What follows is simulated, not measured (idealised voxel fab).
Documented hereafter: the process module known as voxel local oxidation.
235 nm wide, 5 nm square cells: that's cross-section cut.
How to read a cross-section here: the picture is a grid of square cells, written as bands going from the top down, and any band can span one or more rows of cells. This entry defines a band. It first specifies the height of the band's top and the height of its bottom in nm, and then specifies the band's materials from left to right, stating each material with its width in nm. The word "edge to edge" identifies a single material that fills the band from edge to edge, while the word "empty" identifies empty space. Ref level 0: as-received wafer is one material below here. Bottom band extends down with no lower bound ("z 0 and below"). With a width like "30 to 40", each row of cells in the band differs from the next by the same amount, the top row carrying the first number and the bottom row the second. The cross-section has no changed cell in any step marked "nothing got changed". The entry "Unvented cavities" lists the empty spaces that cover at least 8 cells and have no open path to the top. Each is written as width x height at distance, where the distance is measured from the left edge and all three values are in nm. On a step's line, text after the settings is the simulator commenting on that step. Steps that use a mask can have "overlay nm" on their line. It says how far the mask sat to the right of where it was meant to be. Negative means to the left.

## Listed below are the process steps as planned
| 1 | RECEIVE (material Si) |
| 2 | OXIDIZE (depth nm 5) |
| 3 | CONFORMAL_DEP (material SiN; thk nm 15) |
| 4 | MASKED_ETCH (tone cover; mask id ACTIVE; width nm 110; etch materials SiN; depth nm 15; overlay nm 0) |
| 5 | SELECTIVE_ETCH (etch materials SiO2; depth nm 5) |
| 6 | OXIDIZE (depth nm 10) |
| 7 | STRIP (etch materials SiN) |

## First of two wafers - as planned

## As-received wafer cross-section (after step 1)
- z 0 and below = Si edge to edge
- Unvented cavities: none

## Step 2 done - wafer cross-section
- z 0 to -5 = SiO2 edge to edge
- Whatever lies below -5 is exactly as it was before.

## Step 3 done - wafer cross-section
- z 15 to 0 = SiN edge to edge
- Whatever lies below 0 is exactly as it was before.

## Step 4 done - wafer cross-section
- z 15 to 0 = 60 of empty; 110 of SiN; 65 of empty
- Whatever lies below 0 is exactly as it was before.

## Step 5 done - wafer cross-section
- z 15 to 0 = 60 of empty; 110 of SiN; 65 of empty
- z 0 to -5 = 65 of empty; 100 of SiO2; 70 of empty
- Whatever lies below -5 is exactly as it was before.

## Step 6 done - wafer cross-section
- z 15 to 0 = 60 of empty; 110 of SiN; 65 of empty
- z 0 to -5 = 65 of empty; 100 of SiO2; 70 of empty
- z -5 to -15 = 75 of SiO2; 80 of Si; 80 of SiO2
- Whatever lies below -15 is exactly as it was before.

## Step 7 done - wafer cross-section
- z 0 to -5 = 65 of empty; 100 of SiO2; 70 of empty
- Whatever lies below -5 is exactly as it was before.

## Second wafer, same starting conditions and recipe as the first, one mistake in executing it, nothing differs from the first up to and including step 2

Cross-section of the second wafer when, according to plan, step 3 should have finished: nothing got changed

Cross-section of the second wafer when, according to plan, step 4 should have finished: nothing got changed

## Cross-section of the second wafer when, according to plan, step 5 should have finished
- z -5 and below = Si edge to edge

## Cross-section of the second wafer when, according to plan, step 6 should have finished
- z -5 to -15 = SiO2 edge to edge
- Whatever lies below -15 is exactly as it was before.

Cross-section of the second wafer when, according to plan, step 7 should have finished: nothing got changed
What went wrong in running the wafer? heads up, step 3 of the plan was skipped and never actually ran
Bottom line after processing is that, in cells, the second wafer is up or down on some materials versus the first: -32 Si, +12 SiO2
